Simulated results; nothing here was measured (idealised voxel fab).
The name of this process module is voxel wiring stack.
Xsec cut, 165 nm wide, square cell size 5 nm.
Cross-section format: a grid of square cells, given as bands from top to bottom; each band is one or more rows of cells. Heads up on the band format: heights come first, top then bottom, in nm. After that it's the materials left to right, each with its width in nm. A single material flagged "full width" fills the whole band edge to edge, and "air" means there's empty space there. Heads up on the height convention: 0 is the point under which the incoming wafer is all one material, and the lowest band has no bottom, it just keeps going down, like "0 nm and below". Note: "30 to 40" means the width goes from the first number (top row of the band) to the second number (bottom row) in equal steps per row of cells. The designation "nothing was modified", where it is given for a processing step, indicates that no cell of the cross-section was altered in the course of that step. Look at "Trapped void list" for the closed voids: empty spaces with no open path to the top, sized 8 cells or up. Each is width x height at distance, distance from the left edge, all nm. Post-settings text on a step line: simulator's own remark regarding the step. overlay nm: right-of-plan distance of the mask on a masked step; negative values mean left-of-plan.

## Process steps foreseen in the plan
1: RECEIVE, material Si
2: CONFORMAL_DEP, material SiO2, thk nm 15
3: CONFORMAL_DEP, material SiCN, thk nm 5
4: DIRECTIONAL_DEP, material SiO2, thk nm 20
5: PATTERN, tone open, mask id METAL_1, material resist, width nm 25, pitch nm 50, thk nm 20, overlay nm 0
6: DIRECTIONAL_ETCH, etch materials SiO2, depth nm 20
7: DIRECTIONAL_ETCH, etch materials SiCN, depth nm 5
8: STRIP, etch materials resist
9: CONFORMAL_DEP, material TiN, thk nm 5
10: FILL_DEP, material Cu, thk nm 10
11: CMP, height nm 40
12: EPI, material Ru, thk nm 5
13: FILL_DEP, material SiCN, thk nm 5
14: DIRECTIONAL_DEP, material SiO2, thk nm 15
15: DIRECTIONAL_DEP, material aC, thk nm 10
16: PATTERN, tone open, mask id PLUG_1, material resist, width nm 15, thk nm 25, overlay nm 0
17: DIRECTIONAL_ETCH, etch materials aC, depth nm 10
18: STRIP, etch materials resist
19: DIRECTIONAL_ETCH, etch materials SiO2, depth nm 15
20: DIRECTIONAL_ETCH, etch materials SiCN, depth nm 5
21: STRIP, etch materials aC
22: CONFORMAL_DEP, material TiN, thk nm 5
23: FILL_DEP, material Cu, thk nm 5
24: CMP, height nm 65
25: DIRECTIONAL_DEP, material TiN, thk nm 5
26: DIRECTIONAL_DEP, material W, thk nm 15
27: MASKED_ETCH, tone cover, mask id METAL_2, width nm 25, pitch nm 50, etch materials W, depth nm 15, overlay nm 0
28: MASKED_ETCH, tone cover, mask id METAL_2, width nm 25, pitch nm 50, etch materials TiN, depth nm 5, overlay nm 0
29: FILL_DEP, material lowk, thk nm 10
30: CMP, height nm 85
31: CONFORMAL_DEP, material SiCN, thk nm 5
32: DIRECTIONAL_DEP, material lowk, thk nm 25
33: DIRECTIONAL_DEP, material aC, thk nm 10
34: PATTERN, tone open, mask id METAL_3_HOLES, material resist, width nm 15, thk nm 30, overlay nm 0
35: DIRECTIONAL_ETCH, etch materials aC, depth nm 10
36: STRIP, etch materials resist
37: DIRECTIONAL_ETCH, etch materials lowk, depth nm 25
38: STRIP, etch materials aC
39: MASKED_ETCH, tone open, mask id METAL_3, width nm 25, pitch nm 50, etch materials lowk, depth nm 15, overlay nm 0
40: MASKED_ETCH, tone open, mask id METAL_3, width nm 25, pitch nm 50, etch materials SiCN, depth nm 5, overlay nm 0
41: CONFORMAL_DEP, material TiN, thk nm 5
42: FILL_DEP, material Ru, thk nm 5
43: CMP, height nm 115
44: CONFORMAL_DEP, material SiCN, thk nm 5
45: DIRECTIONAL_DEP, material SiO2, thk nm 30
46: DIRECTIONAL_DEP, material aC, thk nm 15
47: PATTERN, tone open, mask id METAL_4_HOLES, material resist, width nm 15, pitch nm 50, thk nm 30, overlay nm 0
48: DIRECTIONAL_ETCH, etch materials aC, depth nm 15
49: STRIP, etch materials resist
50: DIRECTIONAL_ETCH, etch materials SiO2, depth nm 30
51: STRIP, etch materials aC
52: DIRECTIONAL_DEP, material aC, thk nm 15
53: PATTERN, tone open, mask id METAL_4, material resist, width nm 25, pitch nm 50, thk nm 30, overlay nm 0
54: DIRECTIONAL_ETCH, etch materials aC, depth nm 15
55: STRIP, etch materials resist
56: DIRECTIONAL_ETCH, etch materials SiO2, depth nm 15
57: DIRECTIONAL_ETCH, etch materials SiCN, depth nm 5
58: STRIP, etch materials aC
59: CONFORMAL_DEP, material TiN, thk nm 5
60: FILL_DEP, material Cu, thk nm 5
61: CMP, height nm 150
62: CONFORMAL_DEP, material SiN, thk nm 5

## First wafer, two in total, run as planned

## Here's what the wafer looked like in cross-section when it arrived - that's after step 1
- 0 nm and below | Si full width
- Trapped void list: none

## Step 2 done - wafer cross-section
- 15 nm to 0 nm | SiO2 full width
- All layers under 0 are left as they were.

## Step 3 done - wafer cross-section
- 20 nm to 15 nm | SiCN full width
- All layers under 15 are left as they were.

## Step 4 done - wafer cross-section
- 40 nm to 20 nm | SiO2 full width
- All layers under 20 are left as they were.

## Step 5 done - wafer cross-section
- 60 nm to 40 nm | resist: 45 | air: 25 | resist: 25 | air: 25 | resist: 45
- All layers under 40 are left as they were.

## Step 6 done - wafer cross-section
- 60 nm to 40 nm | resist: 45 | air: 25 | resist: 25 | air: 25 | resist: 45
- 40 nm to 20 nm | SiO2: 45 | air: 25 | SiO2: 25 | air: 25 | SiO2: 45
- All layers under 20 are left as they were.

## Step 7 done - wafer cross-section
- 60 nm to 40 nm | resist: 45 | air: 25 | resist: 25 | air: 25 | resist: 45
- 40 nm to 20 nm | SiO2: 45 | air: 25 | SiO2: 25 | air: 25 | SiO2: 45
- 20 nm to 15 nm | SiCN: 45 | air: 25 | SiCN: 25 | air: 25 | SiCN: 45
- All layers under 15 are left as they were.

## Step 8 done - wafer cross-section
- 40 nm to 20 nm | SiO2: 45 | air: 25 | SiO2: 25 | air: 25 | SiO2: 45
- All layers under 20 are left as they were.

## Step 9 done - wafer cross-section
- 45 nm to 40 nm | TiN: 50 | air: 15 | TiN: 35 | air: 15 | TiN: 50
- 40 nm to 20 nm | SiO2: 45 | TiN: 5 | air: 15 | TiN: 5 | SiO2: 25 | TiN: 5 | air: 15 | TiN: 5 | SiO2: 45
- 20 nm to 15 nm | SiCN: 45 | TiN: 25 | SiCN: 25 | TiN: 25 | SiCN: 45
- All layers under 15 are left as they were.

## Step 10 done - wafer cross-section
- 55 nm to 45 nm | Cu full width
- 45 nm to 40 nm | TiN: 50 | Cu: 15 | TiN: 35 | Cu: 15 | TiN: 50
- 40 nm to 20 nm | SiO2: 45 | TiN: 5 | Cu: 15 | TiN: 5 | SiO2: 25 | TiN: 5 | Cu: 15 | TiN: 5 | SiO2: 45
- All layers under 20 are left as they were.

## Step 11 done - wafer cross-section
- 40 nm to 20 nm | SiO2: 45 | TiN: 5 | Cu: 15 | TiN: 5 | SiO2: 25 | TiN: 5 | Cu: 15 | TiN: 5 | SiO2: 45
- All layers under 20 are left as they were.

## Step 12 done - wafer cross-section
- 45 nm to 40 nm | air: 40 | Ru: 35 | air: 15 | Ru: 35 | air: 40
- All layers under 40 are left as they were.

## Step 13 done - wafer cross-section
- 50 nm to 45 nm | SiCN full width
- 45 nm to 40 nm | SiCN: 40 | Ru: 35 | SiCN: 15 | Ru: 35 | SiCN: 40
- All layers under 40 are left as they were.

## Step 14 done - wafer cross-section
- 65 nm to 50 nm | SiO2 full width
- All layers under 50 are left as they were.

## Step 15 done - wafer cross-section
- 75 nm to 65 nm | aC full width
- All layers under 65 are left as they were.

## Step 16 done - wafer cross-section
- 100 nm to 75 nm | resist: 45 | air: 15 | resist: 105
- All layers under 75 are left as they were.

## Step 17 done - wafer cross-section
- 90 nm to 75 nm | resist: 45 | air: 15 | resist: 105
- 75 nm to 65 nm | aC: 45 | air: 15 | aC: 105
- All layers under 65 are left as they were.

## Step 18 done - wafer cross-section
- 75 nm to 65 nm | aC: 45 | air: 15 | aC: 105
- All layers under 65 are left as they were.

## Step 19 done - wafer cross-section
- 75 nm to 65 nm | aC: 45 | air: 15 | aC: 105
- 65 nm to 50 nm | SiO2: 45 | air: 15 | SiO2: 105
- All layers under 50 are left as they were.

## Step 20 done - wafer cross-section
- 75 nm to 65 nm | aC: 45 | air: 15 | aC: 105
- 65 nm to 50 nm | SiO2: 45 | air: 15 | SiO2: 105
- 50 nm to 45 nm | SiCN: 45 | air: 15 | SiCN: 105
- All layers under 45 are left as they were.

## Step 21 done - wafer cross-section
- 65 nm to 50 nm | SiO2: 45 | air: 15 | SiO2: 105
- All layers under 50 are left as they were.

## Step 22 done - wafer cross-section
- 70 nm to 65 nm | TiN: 50 | air: 5 | TiN: 110
- 65 nm to 50 nm | SiO2: 45 | TiN: 5 | air: 5 | TiN: 5 | SiO2: 105
- 50 nm to 45 nm | SiCN: 45 | TiN: 15 | SiCN: 105
- All layers under 45 are left as they were.

## Step 23 done - wafer cross-section
- 75 nm to 70 nm | Cu full width
- 70 nm to 65 nm | TiN: 50 | Cu: 5 | TiN: 110
- 65 nm to 50 nm | SiO2: 45 | TiN: 5 | Cu: 5 | TiN: 5 | SiO2: 105
- All layers under 50 are left as they were.

## Step 24 done - wafer cross-section
- 65 nm to 50 nm | SiO2: 45 | TiN: 5 | Cu: 5 | TiN: 5 | SiO2: 105
- All layers under 50 are left as they were.

## Step 25 done - wafer cross-section
- 70 nm to 65 nm | TiN full width
- All layers under 65 are left as they were.

## Step 26 done - wafer cross-section
- 85 nm to 70 nm | W full width
- All layers under 70 are left as they were.

## Step 27 done - wafer cross-section
- 85 nm to 70 nm | air: 45 | W: 25 | air: 25 | W: 25 | air: 45
- All layers under 70 are left as they were.

## Step 28 done - wafer cross-section
- 85 nm to 70 nm | air: 45 | W: 25 | air: 25 | W: 25 | air: 45
- 70 nm to 65 nm | air: 45 | TiN: 25 | air: 25 | TiN: 25 | air: 45
- All layers under 65 are left as they were.

## Step 29 done - wafer cross-section
- 95 nm to 85 nm | lowk full width
- 85 nm to 70 nm | lowk: 45 | W: 25 | lowk: 25 | W: 25 | lowk: 45
- 70 nm to 65 nm | lowk: 45 | TiN: 25 | lowk: 25 | TiN: 25 | lowk: 45
- All layers under 65 are left as they were.

## Step 30 done - wafer cross-section
- 85 nm to 70 nm | lowk: 45 | W: 25 | lowk: 25 | W: 25 | lowk: 45
- All layers under 70 are left as they were.

## Step 31 done - wafer cross-section
- 90 nm to 85 nm | SiCN full width
- All layers under 85 are left as they were.

## Step 32 done - wafer cross-section
- 115 nm to 90 nm | lowk full width
- All layers under 90 are left as they were.

## Step 33 done - wafer cross-section
- 125 nm to 115 nm | aC full width
- All layers under 115 are left as they were.

## Step 34 done - wafer cross-section
- 155 nm to 125 nm | resist: 45 | air: 15 | resist: 105
- All layers under 125 are left as they were.

## Step 35 done - wafer cross-section
- 145 nm to 125 nm | resist: 45 | air: 15 | resist: 105
- 125 nm to 115 nm | aC: 45 | air: 15 | aC: 105
- All layers under 115 are left as they were.

## Step 36 done - wafer cross-section
- 125 nm to 115 nm | aC: 45 | air: 15 | aC: 105
- All layers under 115 are left as they were.

## Step 37 done - wafer cross-section
- 125 nm to 115 nm | aC: 45 | air: 15 | aC: 105
- 115 nm to 90 nm | lowk: 45 | air: 15 | lowk: 105
- All layers under 90 are left as they were.

## Step 38 done - wafer cross-section
- 115 nm to 90 nm | lowk: 45 | air: 15 | lowk: 105
- All layers under 90 are left as they were.

## Step 39 done - wafer cross-section
- 115 nm to 100 nm | lowk: 45 | air: 25 | lowk: 25 | air: 25 | lowk: 45
- All layers under 100 are left as they were.

## Step 40 done - wafer cross-section
- 115 nm to 100 nm | lowk: 45 | air: 25 | lowk: 25 | air: 25 | lowk: 45
- 100 nm to 90 nm | lowk: 45 | air: 15 | lowk: 105
- 90 nm to 85 nm | SiCN: 45 | air: 15 | SiCN: 105
- All layers under 85 are left as they were.

## Step 41 done - wafer cross-section
- 120 nm to 115 nm | TiN: 50 | air: 15 | TiN: 35 | air: 15 | TiN: 50
- 115 nm to 105 nm | lowk: 45 | TiN: 5 | air: 15 | TiN: 5 | lowk: 25 | TiN: 5 | air: 15 | TiN: 5 | lowk: 45
- 105 nm to 100 nm | lowk: 45 | TiN: 5 | air: 5 | TiN: 15 | lowk: 25 | TiN: 25 | lowk: 45
- 100 nm to 90 nm | lowk: 45 | TiN: 5 | air: 5 | TiN: 5 | lowk: 105
- 90 nm to 85 nm | SiCN: 45 | TiN: 15 | SiCN: 105
- All layers under 85 are left as they were.

## Step 42 done - wafer cross-section
- 125 nm to 120 nm | Ru full width
- 120 nm to 115 nm | TiN: 50 | Ru: 15 | TiN: 35 | Ru: 15 | TiN: 50
- 115 nm to 105 nm | lowk: 45 | TiN: 5 | Ru: 15 | TiN: 5 | lowk: 25 | TiN: 5 | Ru: 15 | TiN: 5 | lowk: 45
- 105 nm to 100 nm | lowk: 45 | TiN: 5 | Ru: 5 | TiN: 15 | lowk: 25 | TiN: 25 | lowk: 45
- 100 nm to 90 nm | lowk: 45 | TiN: 5 | Ru: 5 | TiN: 5 | lowk: 105
- All layers under 90 are left as they were.

## Step 43 done - wafer cross-section
- 115 nm to 105 nm | lowk: 45 | TiN: 5 | Ru: 15 | TiN: 5 | lowk: 25 | TiN: 5 | Ru: 15 | TiN: 5 | lowk: 45
- All layers under 105 are left as they were.

## Step 44 done - wafer cross-section
- 120 nm to 115 nm | SiCN full width
- All layers under 115 are left as they were.

## Step 45 done - wafer cross-section
- 150 nm to 120 nm | SiO2 full width
- All layers under 120 are left as they were.

## Step 46 done - wafer cross-section
- 165 nm to 150 nm | aC full width
- All layers under 150 are left as they were.

## Step 47 done - wafer cross-section
- 195 nm to 165 nm | resist: 45 | air: 15 | resist: 35 | air: 15 | resist: 55
- All layers under 165 are left as they were.

## Step 48 done - wafer cross-section
- 180 nm to 165 nm | resist: 45 | air: 15 | resist: 35 | air: 15 | resist: 55
- 165 nm to 150 nm | aC: 45 | air: 15 | aC: 35 | air: 15 | aC: 55
- All layers under 150 are left as they were.

## Step 49 done - wafer cross-section
- 165 nm to 150 nm | aC: 45 | air: 15 | aC: 35 | air: 15 | aC: 55
- All layers under 150 are left as they were.

## Step 50 done - wafer cross-section
- 165 nm to 150 nm | aC: 45 | air: 15 | aC: 35 | air: 15 | aC: 55
- 150 nm to 120 nm | SiO2: 45 | air: 15 | SiO2: 35 | air: 15 | SiO2: 55
- All layers under 120 are left as they were.

## Step 51 done - wafer cross-section
- 150 nm to 120 nm | SiO2: 45 | air: 15 | SiO2: 35 | air: 15 | SiO2: 55
- All layers under 120 are left as they were.

## Step 52 done - wafer cross-section
- 165 nm to 150 nm | aC: 45 | air: 15 | aC: 35 | air: 15 | aC: 55
- 150 nm to 135 nm | SiO2: 45 | air: 15 | SiO2: 35 | air: 15 | SiO2: 55
- 135 nm to 120 nm | SiO2: 45 | aC: 15 | SiO2: 35 | aC: 15 | SiO2: 55
- All layers under 120 are left as they were.

## Step 53 done - wafer cross-section
- 195 nm to 165 nm | resist: 45 | air: 25 | resist: 25 | air: 25 | resist: 45
- All layers under 165 are left as they were.

## Step 54 done - wafer cross-section
- 180 nm to 165 nm | resist: 45 | air: 25 | resist: 25 | air: 25 | resist: 45
- 165 nm to 150 nm | aC: 45 | air: 25 | aC: 25 | air: 25 | aC: 45
- 150 nm to 120 nm | SiO2: 45 | air: 15 | SiO2: 35 | air: 15 | SiO2: 55
- All layers under 120 are left as they were.

## Step 55 done - wafer cross-section
- 165 nm to 150 nm | aC: 45 | air: 25 | aC: 25 | air: 25 | aC: 45
- All layers under 150 are left as they were.

## Step 56 done - wafer cross-section
- 165 nm to 150 nm | aC: 45 | air: 25 | aC: 25 | air: 25 | aC: 45
- 150 nm to 135 nm | SiO2: 45 | air: 25 | SiO2: 25 | air: 25 | SiO2: 45
- All layers under 135 are left as they were.

## Step 57 done - wafer cross-section
- 165 nm to 150 nm | aC: 45 | air: 25 | aC: 25 | air: 25 | aC: 45
- 150 nm to 135 nm | SiO2: 45 | air: 25 | SiO2: 25 | air: 25 | SiO2: 45
- 135 nm to 120 nm | SiO2: 45 | air: 15 | SiO2: 35 | air: 15 | SiO2: 55
- 120 nm to 115 nm | SiCN: 45 | air: 15 | SiCN: 35 | air: 15 | SiCN: 55
- All layers under 115 are left as they were.

## Step 58 done - wafer cross-section
- 150 nm to 135 nm | SiO2: 45 | air: 25 | SiO2: 25 | air: 25 | SiO2: 45
- All layers under 135 are left as they were.

## Step 59 done - wafer cross-section
- 155 nm to 150 nm | TiN: 50 | air: 15 | TiN: 35 | air: 15 | TiN: 50
- 150 nm to 140 nm | SiO2: 45 | TiN: 5 | air: 15 | TiN: 5 | SiO2: 25 | TiN: 5 | air: 15 | TiN: 5 | SiO2: 45
- 140 nm to 135 nm | SiO2: 45 | TiN: 5 | air: 5 | TiN: 15 | SiO2: 25 | TiN: 5 | air: 5 | TiN: 15 | SiO2: 45
- 135 nm to 120 nm | SiO2: 45 | TiN: 5 | air: 5 | TiN: 5 | SiO2: 35 | TiN: 5 | air: 5 | TiN: 5 | SiO2: 55
- 120 nm to 115 nm | SiCN: 45 | TiN: 15 | SiCN: 35 | TiN: 15 | SiCN: 55
- All layers under 115 are left as they were.

## Step 60 done - wafer cross-section
- 160 nm to 155 nm | Cu full width
- 155 nm to 150 nm | TiN: 50 | Cu: 15 | TiN: 35 | Cu: 15 | TiN: 50
- 150 nm to 140 nm | SiO2: 45 | TiN: 5 | Cu: 15 | TiN: 5 | SiO2: 25 | TiN: 5 | Cu: 15 | TiN: 5 | SiO2: 45
- 140 nm to 135 nm | SiO2: 45 | TiN: 5 | Cu: 5 | TiN: 15 | SiO2: 25 | TiN: 5 | Cu: 5 | TiN: 15 | SiO2: 45
- 135 nm to 120 nm | SiO2: 45 | TiN: 5 | Cu: 5 | TiN: 5 | SiO2: 35 | TiN: 5 | Cu: 5 | TiN: 5 | SiO2: 55
- All layers under 120 are left as they were.

## Step 61 done - wafer cross-section
- 150 nm to 140 nm | SiO2: 45 | TiN: 5 | Cu: 15 | TiN: 5 | SiO2: 25 | TiN: 5 | Cu: 15 | TiN: 5 | SiO2: 45
- All layers under 140 are left as they were.

## Step 62 done - wafer cross-section
- 155 nm to 150 nm | SiN full width
- All layers under 150 are left as they were.

## Companion wafer, the second of two: same beginning, same intended sequence, one mistake in carrying it out; through step 15 inclusive it tracks the first exactly

## At the planned end of step 16, the second wafer in cross-section
- 100 nm to 75 nm | air: 45 | resist: 15 | air: 105
- All layers under 75 are left as they were.

## At the planned end of step 17, the second wafer in cross-section
- 90 nm to 75 nm | air: 45 | resist: 15 | air: 105
- 75 nm to 65 nm | air: 45 | aC: 15 | air: 105
- All layers under 65 are left as they were.

## At the planned end of step 18, the second wafer in cross-section
- 75 nm to 65 nm | air: 45 | aC: 15 | air: 105
- All layers under 65 are left as they were.

## At the planned end of step 19, the second wafer in cross-section
- 75 nm to 65 nm | air: 45 | aC: 15 | air: 105
- 65 nm to 50 nm | air: 45 | SiO2: 15 | air: 105
- All layers under 50 are left as they were.

## At the planned end of step 20, the second wafer in cross-section
- 75 nm to 65 nm | air: 45 | aC: 15 | air: 105
- 65 nm to 50 nm | air: 45 | SiO2: 15 | air: 105
- 50 nm to 45 nm | air: 45 | SiCN: 15 | air: 105
- All layers under 45 are left as they were.

## At the planned end of step 21, the second wafer in cross-section
- 65 nm to 50 nm | air: 45 | SiO2: 15 | air: 105
- All layers under 50 are left as they were.

## At the planned end of step 22, the second wafer in cross-section
- 70 nm to 65 nm | air: 40 | TiN: 25 | air: 100
- 65 nm to 50 nm | air: 40 | TiN: 5 | SiO2: 15 | TiN: 5 | air: 100
- 50 nm to 45 nm | TiN: 45 | SiCN: 15 | TiN: 105
- All layers under 45 are left as they were.

## At the planned end of step 23, the second wafer in cross-section
- 75 nm to 70 nm | Cu full width
- 70 nm to 65 nm | Cu: 40 | TiN: 25 | Cu: 100
- 65 nm to 50 nm | Cu: 40 | TiN: 5 | SiO2: 15 | TiN: 5 | Cu: 100
- All layers under 50 are left as they were.

## At the planned end of step 24, the second wafer in cross-section
- 65 nm to 50 nm | Cu: 40 | TiN: 5 | SiO2: 15 | TiN: 5 | Cu: 100
- All layers under 50 are left as they were.

## At the planned end of step 25, the second wafer in cross-section
- 70 nm to 65 nm | TiN full width
- All layers under 65 are left as they were.

## At the planned end of step 26, the second wafer in cross-section
- 85 nm to 70 nm | W full width
- All layers under 70 are left as they were.

## At the planned end of step 27, the second wafer in cross-section
- 85 nm to 70 nm | air: 45 | W: 25 | air: 25 | W: 25 | air: 45
- All layers under 70 are left as they were.

## At the planned end of step 28, the second wafer in cross-section
- 85 nm to 70 nm | air: 45 | W: 25 | air: 25 | W: 25 | air: 45
- 70 nm to 65 nm | air: 45 | TiN: 25 | air: 25 | TiN: 25 | air: 45
- All layers under 65 are left as they were.

## At the planned end of step 29, the second wafer in cross-section
- 95 nm to 85 nm | lowk full width
- 85 nm to 70 nm | lowk: 45 | W: 25 | lowk: 25 | W: 25 | lowk: 45
- 70 nm to 65 nm | lowk: 45 | TiN: 25 | lowk: 25 | TiN: 25 | lowk: 45
- All layers under 65 are left as they were.

## At the planned end of step 30, the second wafer in cross-section
- 85 nm to 70 nm | lowk: 45 | W: 25 | lowk: 25 | W: 25 | lowk: 45
- All layers under 70 are left as they were.

## At the planned end of step 31, the second wafer in cross-section
- 90 nm to 85 nm | SiCN full width
- All layers under 85 are left as they were.

## At the planned end of step 32, the second wafer in cross-section
- 115 nm to 90 nm | lowk full width
- All layers under 90 are left as they were.

## At the planned end of step 33, the second wafer in cross-section
- 125 nm to 115 nm | aC full width
- All layers under 115 are left as they were.

## At the planned end of step 34, the second wafer in cross-section
- 155 nm to 125 nm | resist: 45 | air: 15 | resist: 105
- All layers under 125 are left as they were.

## At the planned end of step 35, the second wafer in cross-section
- 145 nm to 125 nm | resist: 45 | air: 15 | resist: 105
- 125 nm to 115 nm | aC: 45 | air: 15 | aC: 105
- All layers under 115 are left as they were.

## At the planned end of step 36, the second wafer in cross-section
- 125 nm to 115 nm | aC: 45 | air: 15 | aC: 105
- All layers under 115 are left as they were.

## At the planned end of step 37, the second wafer in cross-section
- 125 nm to 115 nm | aC: 45 | air: 15 | aC: 105
- 115 nm to 90 nm | lowk: 45 | air: 15 | lowk: 105
- All layers under 90 are left as they were.

## At the planned end of step 38, the second wafer in cross-section
- 115 nm to 90 nm | lowk: 45 | air: 15 | lowk: 105
- All layers under 90 are left as they were.

## At the planned end of step 39, the second wafer in cross-section
- 115 nm to 100 nm | lowk: 45 | air: 25 | lowk: 25 | air: 25 | lowk: 45
- All layers under 100 are left as they were.

## At the planned end of step 40, the second wafer in cross-section
- 115 nm to 100 nm | lowk: 45 | air: 25 | lowk: 25 | air: 25 | lowk: 45
- 100 nm to 90 nm | lowk: 45 | air: 15 | lowk: 105
- 90 nm to 85 nm | SiCN: 45 | air: 15 | SiCN: 105
- All layers under 85 are left as they were.

## At the planned end of step 41, the second wafer in cross-section
- 120 nm to 115 nm | TiN: 50 | air: 15 | TiN: 35 | air: 15 | TiN: 50
- 115 nm to 105 nm | lowk: 45 | TiN: 5 | air: 15 | TiN: 5 | lowk: 25 | TiN: 5 | air: 15 | TiN: 5 | lowk: 45
- 105 nm to 100 nm | lowk: 45 | TiN: 5 | air: 5 | TiN: 15 | lowk: 25 | TiN: 25 | lowk: 45
- 100 nm to 90 nm | lowk: 45 | TiN: 5 | air: 5 | TiN: 5 | lowk: 105
- 90 nm to 85 nm | SiCN: 45 | TiN: 15 | SiCN: 105
- All layers under 85 are left as they were.

## At the planned end of step 42, the second wafer in cross-section
- 125 nm to 120 nm | Ru full width
- 120 nm to 115 nm | TiN: 50 | Ru: 15 | TiN: 35 | Ru: 15 | TiN: 50
- 115 nm to 105 nm | lowk: 45 | TiN: 5 | Ru: 15 | TiN: 5 | lowk: 25 | TiN: 5 | Ru: 15 | TiN: 5 | lowk: 45
- 105 nm to 100 nm | lowk: 45 | TiN: 5 | Ru: 5 | TiN: 15 | lowk: 25 | TiN: 25 | lowk: 45
- 100 nm to 90 nm | lowk: 45 | TiN: 5 | Ru: 5 | TiN: 5 | lowk: 105
- All layers under 90 are left as they were.

## At the planned end of step 43, the second wafer in cross-section
- 115 nm to 105 nm | lowk: 45 | TiN: 5 | Ru: 15 | TiN: 5 | lowk: 25 | TiN: 5 | Ru: 15 | TiN: 5 | lowk: 45
- All layers under 105 are left as they were.

## At the planned end of step 44, the second wafer in cross-section
- 120 nm to 115 nm | SiCN full width
- All layers under 115 are left as they were.

## At the planned end of step 45, the second wafer in cross-section
- 150 nm to 120 nm | SiO2 full width
- All layers under 120 are left as they were.

## At the planned end of step 46, the second wafer in cross-section
- 165 nm to 150 nm | aC full width
- All layers under 150 are left as they were.

## At the planned end of step 47, the second wafer in cross-section
- 195 nm to 165 nm | resist: 45 | air: 15 | resist: 35 | air: 15 | resist: 55
- All layers under 165 are left as they were.

## At the planned end of step 48, the second wafer in cross-section
- 180 nm to 165 nm | resist: 45 | air: 15 | resist: 35 | air: 15 | resist: 55
- 165 nm to 150 nm | aC: 45 | air: 15 | aC: 35 | air: 15 | aC: 55
- All layers under 150 are left as they were.

## At the planned end of step 49, the second wafer in cross-section
- 165 nm to 150 nm | aC: 45 | air: 15 | aC: 35 | air: 15 | aC: 55
- All layers under 150 are left as they were.

## At the planned end of step 50, the second wafer in cross-section
- 165 nm to 150 nm | aC: 45 | air: 15 | aC: 35 | air: 15 | aC: 55
- 150 nm to 120 nm | SiO2: 45 | air: 15 | SiO2: 35 | air: 15 | SiO2: 55
- All layers under 120 are left as they were.

## At the planned end of step 51, the second wafer in cross-section
- 150 nm to 120 nm | SiO2: 45 | air: 15 | SiO2: 35 | air: 15 | SiO2: 55
- All layers under 120 are left as they were.

## At the planned end of step 52, the second wafer in cross-section
- 165 nm to 150 nm | aC: 45 | air: 15 | aC: 35 | air: 15 | aC: 55
- 150 nm to 135 nm | SiO2: 45 | air: 15 | SiO2: 35 | air: 15 | SiO2: 55
- 135 nm to 120 nm | SiO2: 45 | aC: 15 | SiO2: 35 | aC: 15 | SiO2: 55
- All layers under 120 are left as they were.

## At the planned end of step 53, the second wafer in cross-section
- 195 nm to 165 nm | resist: 45 | air: 25 | resist: 25 | air: 25 | resist: 45
- All layers under 165 are left as they were.

## At the planned end of step 54, the second wafer in cross-section
- 180 nm to 165 nm | resist: 45 | air: 25 | resist: 25 | air: 25 | resist: 45
- 165 nm to 150 nm | aC: 45 | air: 25 | aC: 25 | air: 25 | aC: 45
- 150 nm to 120 nm | SiO2: 45 | air: 15 | SiO2: 35 | air: 15 | SiO2: 55
- All layers under 120 are left as they were.

## At the planned end of step 55, the second wafer in cross-section
- 165 nm to 150 nm | aC: 45 | air: 25 | aC: 25 | air: 25 | aC: 45
- All layers under 150 are left as they were.

## At the planned end of step 56, the second wafer in cross-section
- 165 nm to 150 nm | aC: 45 | air: 25 | aC: 25 | air: 25 | aC: 45
- 150 nm to 135 nm | SiO2: 45 | air: 25 | SiO2: 25 | air: 25 | SiO2: 45
- All layers under 135 are left as they were.

## At the planned end of step 57, the second wafer in cross-section
- 165 nm to 150 nm | aC: 45 | air: 25 | aC: 25 | air: 25 | aC: 45
- 150 nm to 135 nm | SiO2: 45 | air: 25 | SiO2: 25 | air: 25 | SiO2: 45
- 135 nm to 120 nm | SiO2: 45 | air: 15 | SiO2: 35 | air: 15 | SiO2: 55
- 120 nm to 115 nm | SiCN: 45 | air: 15 | SiCN: 35 | air: 15 | SiCN: 55
- All layers under 115 are left as they were.

## At the planned end of step 58, the second wafer in cross-section
- 150 nm to 135 nm | SiO2: 45 | air: 25 | SiO2: 25 | air: 25 | SiO2: 45
- All layers under 135 are left as they were.

## At the planned end of step 59, the second wafer in cross-section
- 155 nm to 150 nm | TiN: 50 | air: 15 | TiN: 35 | air: 15 | TiN: 50
- 150 nm to 140 nm | SiO2: 45 | TiN: 5 | air: 15 | TiN: 5 | SiO2: 25 | TiN: 5 | air: 15 | TiN: 5 | SiO2: 45
- 140 nm to 135 nm | SiO2: 45 | TiN: 5 | air: 5 | TiN: 15 | SiO2: 25 | TiN: 5 | air: 5 | TiN: 15 | SiO2: 45
- 135 nm to 120 nm | SiO2: 45 | TiN: 5 | air: 5 | TiN: 5 | SiO2: 35 | TiN: 5 | air: 5 | TiN: 5 | SiO2: 55
- 120 nm to 115 nm | SiCN: 45 | TiN: 15 | SiCN: 35 | TiN: 15 | SiCN: 55
- All layers under 115 are left as they were.

## At the planned end of step 60, the second wafer in cross-section
- 160 nm to 155 nm | Cu full width
- 155 nm to 150 nm | TiN: 50 | Cu: 15 | TiN: 35 | Cu: 15 | TiN: 50
- 150 nm to 140 nm | SiO2: 45 | TiN: 5 | Cu: 15 | TiN: 5 | SiO2: 25 | TiN: 5 | Cu: 15 | TiN: 5 | SiO2: 45
- 140 nm to 135 nm | SiO2: 45 | TiN: 5 | Cu: 5 | TiN: 15 | SiO2: 25 | TiN: 5 | Cu: 5 | TiN: 15 | SiO2: 45
- 135 nm to 120 nm | SiO2: 45 | TiN: 5 | Cu: 5 | TiN: 5 | SiO2: 35 | TiN: 5 | Cu: 5 | TiN: 5 | SiO2: 55
- All layers under 120 are left as they were.

## At the planned end of step 61, the second wafer in cross-section
- 150 nm to 140 nm | SiO2: 45 | TiN: 5 | Cu: 15 | TiN: 5 | SiO2: 25 | TiN: 5 | Cu: 15 | TiN: 5 | SiO2: 45
- All layers under 140 are left as they were.

## At the planned end of step 62, the second wafer in cross-section
- 155 nm to 150 nm | SiN full width
- All layers under 150 are left as they were.
Deviation noted in wafer processing: rather than as planned, step 16 actually ran as PATTERN, tone cover, mask id PLUG_1, material resist, width nm 15, thk nm 25, overlay nm 0
Materials where the second wafer ends with more or fewer cells than the first: Cu: 81 more; SiCN: 27 fewer; SiO2: 81 fewer; TiN: 27 more
